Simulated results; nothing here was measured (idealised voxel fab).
process module | voxel air gaps
cross-section cut | 295 nm wide | cells 5 nm
A cross-section is a grid of square cells, given in bands from the top down. A band is one or more rows of cells.
Each band's line starts with the height of the band's top and of its bottom, in nm. Then come its materials from left to right, each with its width in nm. One material with "throughout" fills the band from edge to edge. "air" is empty space.
Height 0 is the level under which the wafer as received is all one material. The lowest band goes on downwards, as in "0 down".
A width such as "30 to 40" changes by the same amount from each row of cells to the next, from the band's top row to its bottom row.
"no change" after a step means that no cell of the cross-section changed.
closed voids: empty space of 8 cells or more with no open way to the top, each as width x height at its distance from the left edge, in nm
after a step's settings: what the simulator itself notes on the step
overlay nm, on a step with a mask: how far to the right of its planned place the mask lay; to the left if negative
plan
1 op RECEIVE | material Si
2 op CONFORMAL_DEP | material SiO2 | thk nm 10
3 op CONFORMAL_DEP | material SiCN | thk nm 5
4 op DIRECTIONAL_DEP | material SiO2 | thk nm 40
5 op DIRECTIONAL_DEP | material aC | thk nm 15
6 op PATTERN | tone open | mask id LINES | material resist | width nm 25 | pitch nm 50 | thk nm 30 | overlay nm 0
7 op DIRECTIONAL_ETCH | etch materials aC | depth nm 15
8 op STRIP | etch materials resist
9 op DIRECTIONAL_ETCH | etch materials SiO2 | depth nm 40
10 op STRIP | etch materials aC
11 op CONFORMAL_DEP | material TiN | thk nm 5
12 op FILL_DEP | material Cu | thk nm 10
13 op CMP | height nm 55
14 op EPI | material Ru | thk nm 10
15 op SELECTIVE_ETCH | etch materials SiO2 | depth nm 50
16 op CONFORMAL_DEP | material SiCN | thk nm 5
as received, after step 1
  0 down: Si throughout
  closed voids: none
first wafer at the end, as planned
  70 to 65: air 45 | SiCN 205 | air 45
  65 to 55: air 45 | SiCN 5 | Ru 45 | SiCN 5 | Ru 45 | SiCN 5 | Ru 45 | SiCN 5 | Ru 45 | SiCN 5 | air 45
  55 to 50: air 45 | SiCN 15 | TiN 5 | Cu 15 | TiN 5 | SiCN 25 | TiN 5 | Cu 15 | TiN 5 | SiCN 25 | TiN 5 | Cu 15 | TiN 5 | SiCN 25 | TiN 5 | Cu 15 | TiN 5 | SiCN 15 | air 45
  50 to 20: air 55 | SiCN 5 | TiN 5 | Cu 15 | TiN 5 | SiCN 5 | air 15 | SiCN 5 | TiN 5 | Cu 15 | TiN 5 | SiCN 5 | air 15 | SiCN 5 | TiN 5 | Cu 15 | TiN 5 | SiCN 5 | air 15 | SiCN 5 | TiN 5 | Cu 15 | TiN 5 | SiCN 5 | air 55
  20 to 15: SiCN 60 | TiN 25 | SiCN 25 | TiN 25 | SiCN 25 | TiN 25 | SiCN 25 | TiN 25 | SiCN 60
  15 to 10: SiCN throughout
  10 to 0: SiO2 throughout
  0 down: Si throughout
  closed voids: 15 x 30 at 90; 15 x 30 at 140; 15 x 30 at 190
second wafer at the end: like start, like plan, one mistake
  80 to 75: air 35 | SiCN 225 | air 35
  75 to 55: air 35 | SiCN 5 | Ru 215 | SiCN 5 | air 35
  55 to 50: air 35 | SiCN 25 | TiN 5 | Cu 15 | TiN 5 | SiO2 25 | TiN 5 | Cu 15 | TiN 5 | SiO2 25 | TiN 5 | Cu 15 | TiN 5 | SiO2 25 | TiN 5 | Cu 15 | TiN 5 | SiCN 25 | air 35
  50 to 20: air 55 | SiCN 5 | TiN 5 | Cu 15 | TiN 5 | SiO2 25 | TiN 5 | Cu 15 | TiN 5 | SiO2 25 | TiN 5 | Cu 15 | TiN 5 | SiO2 25 | TiN 5 | Cu 15 | TiN 5 | SiCN 5 | air 55
  20 to 15: SiCN 60 | TiN 25 | SiO2 25 | TiN 25 | SiO2 25 | TiN 25 | SiO2 25 | TiN 25 | SiCN 60
  15 to 10: SiCN throughout
  10 to 0: SiO2 throughout
  0 down: Si throughout
  closed voids: none
what went wrong: step 14 was run twice
at the end the second wafer has, in cells: 100 more of Ru | 60 fewer of SiCN | 120 more of SiO2
closed voids at the end (first wafer, second wafer): 3, 0
